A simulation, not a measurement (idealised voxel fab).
Presented below is a process module, voxel trench capacitor.
Shown is cross-section cut, with a width of 285 nm and square cells of size 5 nm.
Bands, listed from the top down, are how a cross-section gets written in this document; the cross-section itself is a grid of square cells, and a band is one or more rows of them.
This entry defines a band. It first specifies the height of the band's top and the height of its bottom in nm, and then specifies the band's materials from left to right, stating each material with its width in nm. The word "edge to edge" identifies a single material that fills the band from edge to edge, while the word "air" identifies empty space.
Measure heights from 0. That's the level where, below it, the as-received wafer is all one material. The lowest band is bottomless and extends downward; write it as in "top 0, no bottom".
Graded width ("30 to 40"): value in top row of band = first number; value in bottom row = second number; row-to-row change constant.
Step marked "same as before"? Then no cell in the cross-section changed in it.
"Trapped voids" specifies each empty space that is not open to the top and that occupies no fewer than 8 cells, using the form width x height at distance, the distance measured from the left edge and all three quantities in nm.
It should be noted that, on the line of a given step, the content following the step's settings is a remark produced by the simulator itself with respect to that step.
Each step line may optionally specify "overlay nm", which for a step with a mask gives the rightward distance between the mask's planned place and where it lay, a negative value indicating the leftward direction.

## Process steps - plan
1,RECEIVE | material Si
2,CONFORMAL_DEP | material SiN | thk nm 10
3,PATTERN | tone open | mask id TRENCH | material resist | width nm 25 | pitch nm 55 | thk nm 20 | overlay nm 0
4,DIRECTIONAL_ETCH | etch materials SiN | depth nm 10
5,DIRECTIONAL_ETCH | etch materials Si | depth nm 40
6,STRIP | etch materials resist
7,CONFORMAL_DEP | material HfO2 | thk nm 5
8,CONFORMAL_DEP | material TiN | thk nm 5
9,FILL_DEP | material W | thk nm 10
10,CMP | height nm 10

## as received, after step 1
- top 0, no bottom = Si edge to edge
- Trapped voids: none

## What the wafer looks like in cross-section after this module, when it starts as shown above and follows the plan above but one mistake is made in running it
- top 10, bottom 0 = SiN 100 nm, TiN 5 nm, HfO2 5 nm, W 5 nm, HfO2 5 nm, TiN 5 nm, SiN 30 nm, TiN 5 nm, HfO2 5 nm, W 5 nm, HfO2 5 nm, TiN 5 nm, SiN 105 nm
- top 0, bottom -30 = Si 100 nm, TiN 5 nm, HfO2 5 nm, W 5 nm, HfO2 5 nm, TiN 5 nm, Si 30 nm, TiN 5 nm, HfO2 5 nm, W 5 nm, HfO2 5 nm, TiN 5 nm, Si 105 nm
- top -30, bottom -35 = Si 100 nm, TiN 5 nm, HfO2 15 nm, TiN 5 nm, Si 30 nm, TiN 5 nm, HfO2 15 nm, TiN 5 nm, Si 105 nm
- top -35, bottom -40 = Si 100 nm, TiN 25 nm, Si 30 nm, TiN 25 nm, Si 105 nm
- top -40, no bottom = Si edge to edge
- Trapped voids: none
what went wrong: steps 7 and 8 were swapped
